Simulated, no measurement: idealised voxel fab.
process module | voxel self aligned vias
cross-section cut | 155 nm wide | cells 5 nm
A cross-section is a grid of square cells, given in bands from the top down. A band is one or more rows of cells.
Each band's line starts with the height of the band's top and of its bottom, in nm. Then come its materials from left to right, each with its width in nm. One material with "throughout" fills the band from edge to edge. "air" is empty space.
Height 0 is the level under which the wafer as received is all one material. The lowest band goes on downwards, as in "0 down".
A width such as "30 to 40" changes by the same amount from each row of cells to the next, from the band's top row to its bottom row.
"no change" after a step means that no cell of the cross-section changed.
closed voids: empty space of 8 cells or more with no open way to the top, each as width x height at its distance from the left edge, in nm
after a step's settings: what the simulator itself notes on the step
overlay nm, on a step with a mask: how far to the right of its planned place the mask lay; to the left if negative
plan
1 op RECEIVE | material Si
2 op CONFORMAL_DEP | material SiO2 | thk nm 10
3 op CONFORMAL_DEP | material SiCN | thk nm 5
4 op DIRECTIONAL_DEP | material SiO2 | thk nm 20
5 op DIRECTIONAL_DEP | material aC | thk nm 15
6 op PATTERN | tone open | mask id LINES | material resist | width nm 25 | pitch nm 60 | thk nm 35 | overlay nm 0
7 op DIRECTIONAL_ETCH | etch materials aC | depth nm 15
8 op STRIP | etch materials resist
9 op DIRECTIONAL_ETCH | etch materials SiO2 | depth nm 20
10 op STRIP | etch materials aC
11 op CONFORMAL_DEP | material TiN | thk nm 5
12 op FILL_DEP | material W | thk nm 10
13 op CMP | height nm 35
14 op SELECTIVE_ETCH | etch materials W Ru TiN | depth nm 10
15 op FILL_DEP | material SiN | thk nm 10
16 op CMP | height nm 35
17 op DIRECTIONAL_DEP | material SiO2 | thk nm 15
18 op PATTERN | tone open | mask id VIAS | material resist | width nm 35 | pitch nm 60 | thk nm 15 | overlay nm 0
19 op DIRECTIONAL_ETCH | etch materials SiO2 | depth nm 15
20 op DIRECTIONAL_ETCH | etch materials SiN | depth nm 10
21 op STRIP | etch materials resist
22 op CONFORMAL_DEP | material TiN | thk nm 5
23 op FILL_DEP | material W | thk nm 5
24 op CMP | height nm 50
25 op CONFORMAL_DEP | material SiCN | thk nm 5
first wafer, as planned
as received, after step 1
  0 down: Si throughout
  closed voids: none
after step 2
  10 to 0: SiO2 throughout
  below 0: unchanged
after step 3
  15 to 10: SiCN throughout
  below 10: unchanged
after step 4
  35 to 15: SiO2 throughout
  below 15: unchanged
after step 5
  50 to 35: aC throughout
  below 35: unchanged
after step 6
  85 to 50: resist 35 | air 25 | resist 35 | air 25 | resist 35
  below 50: unchanged
after step 7
  70 to 50: resist 35 | air 25 | resist 35 | air 25 | resist 35
  50 to 35: aC 35 | air 25 | aC 35 | air 25 | aC 35
  below 35: unchanged
after step 8
  50 to 35: aC 35 | air 25 | aC 35 | air 25 | aC 35
  below 35: unchanged
after step 9
  50 to 35: aC 35 | air 25 | aC 35 | air 25 | aC 35
  35 to 15: SiO2 35 | air 25 | SiO2 35 | air 25 | SiO2 35
  below 15: unchanged
after step 10
  35 to 15: SiO2 35 | air 25 | SiO2 35 | air 25 | SiO2 35
  below 15: unchanged
after step 11
  40 to 35: TiN 40 | air 15 | TiN 45 | air 15 | TiN 40
  35 to 20: SiO2 35 | TiN 5 | air 15 | TiN 5 | SiO2 35 | TiN 5 | air 15 | TiN 5 | SiO2 35
  20 to 15: SiO2 35 | TiN 25 | SiO2 35 | TiN 25 | SiO2 35
  below 15: unchanged
after step 12
  50 to 40: W throughout
  40 to 35: TiN 40 | W 15 | TiN 45 | W 15 | TiN 40
  35 to 20: SiO2 35 | TiN 5 | W 15 | TiN 5 | SiO2 35 | TiN 5 | W 15 | TiN 5 | SiO2 35
  below 20: unchanged
after step 13
  35 to 20: SiO2 35 | TiN 5 | W 15 | TiN 5 | SiO2 35 | TiN 5 | W 15 | TiN 5 | SiO2 35
  below 20: unchanged
after step 14
  35 to 25: SiO2 35 | air 25 | SiO2 35 | air 25 | SiO2 35
  below 25: unchanged
after step 15
  45 to 35: SiN throughout
  35 to 25: SiO2 35 | SiN 25 | SiO2 35 | SiN 25 | SiO2 35
  below 25: unchanged
after step 16
  35 to 25: SiO2 35 | SiN 25 | SiO2 35 | SiN 25 | SiO2 35
  below 25: unchanged
after step 17
  50 to 35: SiO2 throughout
  below 35: unchanged
after step 18
  65 to 50: resist 30 | air 35 | resist 25 | air 35 | resist 30
  below 50: unchanged
after step 19
  65 to 50: resist 30 | air 35 | resist 25 | air 35 | resist 30
  50 to 35: SiO2 30 | air 35 | SiO2 25 | air 35 | SiO2 30
  below 35: unchanged
after step 20
  65 to 50: resist 30 | air 35 | resist 25 | air 35 | resist 30
  50 to 35: SiO2 30 | air 35 | SiO2 25 | air 35 | SiO2 30
  35 to 25: SiO2 35 | air 25 | SiO2 35 | air 25 | SiO2 35
  below 25: unchanged
after step 21
  50 to 35: SiO2 30 | air 35 | SiO2 25 | air 35 | SiO2 30
  below 35: unchanged
after step 22
  55 to 50: TiN 35 | air 25 | TiN 35 | air 25 | TiN 35
  50 to 40: SiO2 30 | TiN 5 | air 25 | TiN 5 | SiO2 25 | TiN 5 | air 25 | TiN 5 | SiO2 30
  40 to 30: SiO2 30 to 35 | TiN 10 to 5 | air 15 | TiN 10 to 5 | SiO2 25 to 35 | TiN 10 to 5 | air 15 | TiN 10 to 5 | SiO2 30 to 35
  30 to 25: SiO2 35 | TiN 25 | SiO2 35 | TiN 25 | SiO2 35
  below 25: unchanged
after step 23
  60 to 55: W throughout
  55 to 50: TiN 35 | W 25 | TiN 35 | W 25 | TiN 35
  50 to 40: SiO2 30 | TiN 5 | W 25 | TiN 5 | SiO2 25 | TiN 5 | W 25 | TiN 5 | SiO2 30
  40 to 30: SiO2 30 to 35 | TiN 10 to 5 | W 15 | TiN 10 to 5 | SiO2 25 to 35 | TiN 10 to 5 | W 15 | TiN 10 to 5 | SiO2 30 to 35
  below 30: unchanged
after step 24
  50 to 40: SiO2 30 | TiN 5 | W 25 | TiN 5 | SiO2 25 | TiN 5 | W 25 | TiN 5 | SiO2 30
  below 40: unchanged
after step 25
  55 to 50: SiCN throughout
  below 50: unchanged
second wafer: like start, like plan, one mistake. Through step 1 it matches the first wafer
when step 2 should have ended
  10 to 0: Ru throughout
  below 0: unchanged
when step 3 should have ended
  15 to 10: SiCN throughout
  below 10: unchanged
when step 4 should have ended
  35 to 15: SiO2 throughout
  below 15: unchanged
when step 5 should have ended
  50 to 35: aC throughout
  below 35: unchanged
when step 6 should have ended
  85 to 50: resist 35 | air 25 | resist 35 | air 25 | resist 35
  below 50: unchanged
when step 7 should have ended
  70 to 50: resist 35 | air 25 | resist 35 | air 25 | resist 35
  50 to 35: aC 35 | air 25 | aC 35 | air 25 | aC 35
  below 35: unchanged
when step 8 should have ended
  50 to 35: aC 35 | air 25 | aC 35 | air 25 | aC 35
  below 35: unchanged
when step 9 should have ended
  50 to 35: aC 35 | air 25 | aC 35 | air 25 | aC 35
  35 to 15: SiO2 35 | air 25 | SiO2 35 | air 25 | SiO2 35
  below 15: unchanged
when step 10 should have ended
  35 to 15: SiO2 35 | air 25 | SiO2 35 | air 25 | SiO2 35
  below 15: unchanged
when step 11 should have ended
  40 to 35: TiN 40 | air 15 | TiN 45 | air 15 | TiN 40
  35 to 20: SiO2 35 | TiN 5 | air 15 | TiN 5 | SiO2 35 | TiN 5 | air 15 | TiN 5 | SiO2 35
  20 to 15: SiO2 35 | TiN 25 | SiO2 35 | TiN 25 | SiO2 35
  below 15: unchanged
when step 12 should have ended
  50 to 40: W throughout
  40 to 35: TiN 40 | W 15 | TiN 45 | W 15 | TiN 40
  35 to 20: SiO2 35 | TiN 5 | W 15 | TiN 5 | SiO2 35 | TiN 5 | W 15 | TiN 5 | SiO2 35
  below 20: unchanged
when step 13 should have ended
  35 to 20: SiO2 35 | TiN 5 | W 15 | TiN 5 | SiO2 35 | TiN 5 | W 15 | TiN 5 | SiO2 35
  below 20: unchanged
when step 14 should have ended
  35 to 25: SiO2 35 | air 25 | SiO2 35 | air 25 | SiO2 35
  below 25: unchanged
when step 15 should have ended
  45 to 35: SiN throughout
  35 to 25: SiO2 35 | SiN 25 | SiO2 35 | SiN 25 | SiO2 35
  below 25: unchanged
when step 16 should have ended
  35 to 25: SiO2 35 | SiN 25 | SiO2 35 | SiN 25 | SiO2 35
  below 25: unchanged
when step 17 should have ended
  50 to 35: SiO2 throughout
  below 35: unchanged
when step 18 should have ended
  65 to 50: resist 30 | air 35 | resist 25 | air 35 | resist 30
  below 50: unchanged
when step 19 should have ended
  65 to 50: resist 30 | air 35 | resist 25 | air 35 | resist 30
  50 to 35: SiO2 30 | air 35 | SiO2 25 | air 35 | SiO2 30
  below 35: unchanged
when step 20 should have ended
  65 to 50: resist 30 | air 35 | resist 25 | air 35 | resist 30
  50 to 35: SiO2 30 | air 35 | SiO2 25 | air 35 | SiO2 30
  35 to 25: SiO2 35 | air 25 | SiO2 35 | air 25 | SiO2 35
  below 25: unchanged
when step 21 should have ended
  50 to 35: SiO2 30 | air 35 | SiO2 25 | air 35 | SiO2 30
  below 35: unchanged
when step 22 should have ended
  55 to 50: TiN 35 | air 25 | TiN 35 | air 25 | TiN 35
  50 to 40: SiO2 30 | TiN 5 | air 25 | TiN 5 | SiO2 25 | TiN 5 | air 25 | TiN 5 | SiO2 30
  40 to 30: SiO2 30 to 35 | TiN 10 to 5 | air 15 | TiN 10 to 5 | SiO2 25 to 35 | TiN 10 to 5 | air 15 | TiN 10 to 5 | SiO2 30 to 35
  30 to 25: SiO2 35 | TiN 25 | SiO2 35 | TiN 25 | SiO2 35
  below 25: unchanged
when step 23 should have ended
  60 to 55: W throughout
  55 to 50: TiN 35 | W 25 | TiN 35 | W 25 | TiN 35
  50 to 40: SiO2 30 | TiN 5 | W 25 | TiN 5 | SiO2 25 | TiN 5 | W 25 | TiN 5 | SiO2 30
  40 to 30: SiO2 30 to 35 | TiN 10 to 5 | W 15 | TiN 10 to 5 | SiO2 25 to 35 | TiN 10 to 5 | W 15 | TiN 10 to 5 | SiO2 30 to 35
  below 30: unchanged
when step 24 should have ended
  50 to 40: SiO2 30 | TiN 5 | W 25 | TiN 5 | SiO2 25 | TiN 5 | W 25 | TiN 5 | SiO2 30
  below 40: unchanged
when step 25 should have ended
  55 to 50: SiCN throughout
  below 50: unchanged
what went wrong: step 2 ran as: op CONFORMAL_DEP | material Ru | thk nm 10
at the end the second wafer has, in cells: 62 more of Ru | 62 fewer of SiO2
